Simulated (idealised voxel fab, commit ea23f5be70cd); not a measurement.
process module | voxel wiring stack
cross-section cut | 250 nm wide | cells 5 nm
A cross-section is a grid of square cells, given in bands from the top down. A band is one or more rows of cells.
Each band's line starts with the height of the band's top and of its bottom, in nm. Then come its materials from left to right, each with its width in nm. One material with "throughout" fills the band from edge to edge. "air" is empty space.
Height 0 is the level under which the wafer as received is all one material. The lowest band goes on downwards, as in "0 down".
A width such as "30 to 40" changes by the same amount from each row of cells to the next, from the band's top row to its bottom row.
"no change" after a step means that no cell of the cross-section changed.
closed voids: empty space of 8 cells or more with no open way to the top, each as width x height at its distance from the left edge, in nm
after a step's settings: what the simulator itself notes on the step
overlay nm, on a step with a mask: how far to the right of its planned place the mask lay; to the left if negative
plan
1 op RECEIVE | material Si
2 op CONFORMAL_DEP | material SiO2 | thk nm 15
3 op CONFORMAL_DEP | material SiN | thk nm 5
4 op DIRECTIONAL_DEP | material SiO2 | thk nm 15
5 op DIRECTIONAL_DEP | material aC | thk nm 15
6 op PATTERN | tone open | mask id METAL_1 | material resist | width nm 30 | pitch nm 60 | thk nm 30 | overlay nm 0
7 op DIRECTIONAL_ETCH | etch materials aC | depth nm 15
8 op STRIP | etch materials resist
9 op DIRECTIONAL_ETCH | etch materials SiO2 | depth nm 15
10 op DIRECTIONAL_ETCH | etch materials SiN | depth nm 5
11 op STRIP | etch materials aC
12 op CONFORMAL_DEP | material TiN | thk nm 5
13 op FILL_DEP | material Cu | thk nm 10
14 op CMP | height nm 35
15 op EPI | material Ru | thk nm 5
16 op FILL_DEP | material SiCN | thk nm 5
17 op DIRECTIONAL_DEP | material SiO2 | thk nm 10
18 op DIRECTIONAL_DEP | material aC | thk nm 15
19 op PATTERN | tone open | mask id PLUG_1 | material resist | width nm 15 | pitch nm 60 | thk nm 30 | overlay nm 0
20 op DIRECTIONAL_ETCH | etch materials aC | depth nm 15
21 op STRIP | etch materials resist
22 op DIRECTIONAL_ETCH | etch materials SiO2 | depth nm 10
23 op DIRECTIONAL_ETCH | etch materials SiCN | depth nm 5
24 op STRIP | etch materials aC
25 op EPI | material Ru | thk nm 10
26 op EPI | material Ru | thk nm 5
27 op CONFORMAL_DEP | material SiCN | thk nm 5
28 op DIRECTIONAL_DEP | material lowk | thk nm 20
29 op DIRECTIONAL_DEP | material aC | thk nm 15
30 op PATTERN | tone open | mask id METAL_2 | material resist | width nm 30 | pitch nm 60 | thk nm 30 | overlay nm 0
31 op DIRECTIONAL_ETCH | etch materials aC | depth nm 15
32 op STRIP | etch materials resist
33 op DIRECTIONAL_ETCH | etch materials lowk | depth nm 20
34 op DIRECTIONAL_ETCH | etch materials SiCN | depth nm 5
35 op STRIP | etch materials aC
36 op CONFORMAL_DEP | material TiN | thk nm 5
37 op FILL_DEP | material W | thk nm 10
38 op CMP | height nm 80
39 op CONFORMAL_DEP | material SiCN | thk nm 5
40 op DIRECTIONAL_DEP | material SiO2 | thk nm 30
41 op DIRECTIONAL_DEP | material aC | thk nm 15
42 op PATTERN | tone open | mask id METAL_3_HOLES | material resist | width nm 15 | pitch nm 60 | thk nm 35 | overlay nm 0
43 op DIRECTIONAL_ETCH | etch materials aC | depth nm 15
44 op STRIP | etch materials resist
45 op DIRECTIONAL_ETCH | etch materials SiO2 | depth nm 30
46 op STRIP | etch materials aC
47 op MASKED_ETCH | tone open | mask id METAL_3 | width nm 30 | pitch nm 60 | etch materials SiO2 | depth nm 15 | overlay nm 0
48 op MASKED_ETCH | tone open | mask id METAL_3 | width nm 30 | pitch nm 60 | etch materials SiCN | depth nm 5 | overlay nm 0
49 op CONFORMAL_DEP | material TiN | thk nm 5
50 op FILL_DEP | material Ru | thk nm 10
51 op CMP | height nm 115
52 op CONFORMAL_DEP | material SiCN | thk nm 5
53 op DIRECTIONAL_DEP | material lowk | thk nm 25
54 op PATTERN | tone open | mask id METAL_4_HOLES | material resist | width nm 15 | thk nm 15 | overlay nm 0
55 op DIRECTIONAL_ETCH | etch materials lowk | depth nm 25
56 op STRIP | etch materials resist
57 op MASKED_ETCH | tone open | mask id METAL_4 | width nm 30 | pitch nm 60 | etch materials lowk | depth nm 15 | overlay nm 0
58 op MASKED_ETCH | tone open | mask id METAL_4 | width nm 30 | pitch nm 60 | etch materials SiCN | depth nm 5 | overlay nm 0
59 op CONFORMAL_DEP | material TiN | thk nm 5
60 op FILL_DEP | material Cu | thk nm 10
61 op CMP | height nm 145
62 op CONFORMAL_DEP | material SiCN | thk nm 5
as received, after step 1
  0 down: Si throughout
  closed voids: none
first wafer at the end, as planned
  150 to 145: SiCN throughout
  145 to 135: lowk 80 | TiN 5 | Cu 20 | TiN 5 | lowk 30 | TiN 5 | Cu 20 | TiN 5 | lowk 80
  135 to 130: lowk 80 | TiN 5 | Cu 5 | TiN 20 | lowk 30 | TiN 30 | lowk 80
  130 to 120: lowk 80 | TiN 5 | Cu 5 | TiN 5 | lowk 155
  120 to 115: SiCN 80 | TiN 15 | SiCN 155
  115 to 105: SiO2 80 | TiN 5 | Ru 20 | TiN 5 | SiO2 30 | TiN 5 | Ru 20 | TiN 5 | SiO2 80
  105 to 100: SiO2 80 | TiN 5 | Ru 5 | TiN 20 | SiO2 30 | TiN 5 | Ru 5 | TiN 20 | SiO2 80
  100 to 85: SiO2 80 | TiN 5 | Ru 5 | TiN 5 | SiO2 45 | TiN 5 | Ru 5 | TiN 5 | SiO2 95
  85 to 80: SiCN 80 | TiN 15 | SiCN 45 | TiN 15 | SiCN 95
  80 to 60: lowk 80 | TiN 5 | W 20 | TiN 5 | lowk 30 | TiN 5 | W 20 | TiN 5 | lowk 80
  60 to 55: SiCN 80 | TiN 30 | SiCN 30 | TiN 30 | SiCN 80
  55 to 45: SiO2 80 | Ru 15 | SiO2 45 | Ru 15 | SiO2 95
  45 to 35: SiCN 80 to 75 | Ru 15 to 40 | SiCN 45 to 20 | Ru 15 to 40 | SiCN 95 to 75
  35 to 20: SiO2 80 | TiN 5 | Cu 20 | TiN 5 | SiO2 30 | TiN 5 | Cu 20 | TiN 5 | SiO2 80
  20 to 15: SiN 80 | TiN 30 | SiN 30 | TiN 30 | SiN 80
  15 to 0: SiO2 throughout
  0 down: Si throughout
  closed voids: none
second wafer at the end: like start, like plan, one mistake
  150 to 145: SiCN throughout
  145 to 135: lowk 80 | TiN 5 | Cu 20 | TiN 5 | lowk 30 | TiN 5 | Cu 20 | TiN 5 | lowk 80
  135 to 130: lowk 80 | TiN 5 | Cu 5 | TiN 20 | lowk 30 | TiN 30 | lowk 80
  130 to 120: lowk 80 | TiN 5 | Cu 5 | TiN 5 | lowk 155
  120 to 115: SiCN 80 | TiN 15 | SiCN 155
  115 to 105: SiO2 80 | TiN 5 | Ru 20 | TiN 5 | SiO2 30 | TiN 5 | Ru 20 | TiN 5 | SiO2 80
  105 to 100: SiO2 80 | TiN 5 | Ru 5 | TiN 20 | SiO2 30 | TiN 5 | Ru 5 | TiN 20 | SiO2 80
  100 to 85: SiO2 80 | TiN 5 | Ru 5 | TiN 5 | SiO2 45 | TiN 5 | Ru 5 | TiN 5 | SiO2 95
  85 to 80: SiCN 80 | TiN 15 | SiCN 45 | TiN 15 | SiCN 95
  80 to 60: lowk 80 | TiN 5 | W 20 | TiN 5 | lowk 30 | TiN 5 | W 20 | TiN 5 | lowk 80
  60 to 55: SiCN 80 | TiN 30 | SiCN 30 | TiN 30 | SiCN 80
  55 to 45: SiO2 80 | Ru 15 | SiO2 45 | Ru 15 | SiO2 95
  45 to 35: SiCN 80 to 75 | Ru 15 to 40 | SiCN 45 to 20 | Ru 15 to 40 | SiCN 95 to 75
  35 to 25: SiO2 80 | TiN 5 | Cu 20 | TiN 5 | SiO2 30 | TiN 5 | Cu 20 | TiN 5 | SiO2 80
  25 to 20: SiO2 80 | TiN 30 | SiO2 30 | TiN 30 | SiO2 80
  20 to 5: SiO2 throughout
  5 to 0: SiN throughout
  0 down: Si throughout
  closed voids: none
what went wrong: steps 2 and 3 were swapped
at the end the second wafer has, in cells: 8 fewer of Cu | 12 more of SiN | 4 fewer of TiN
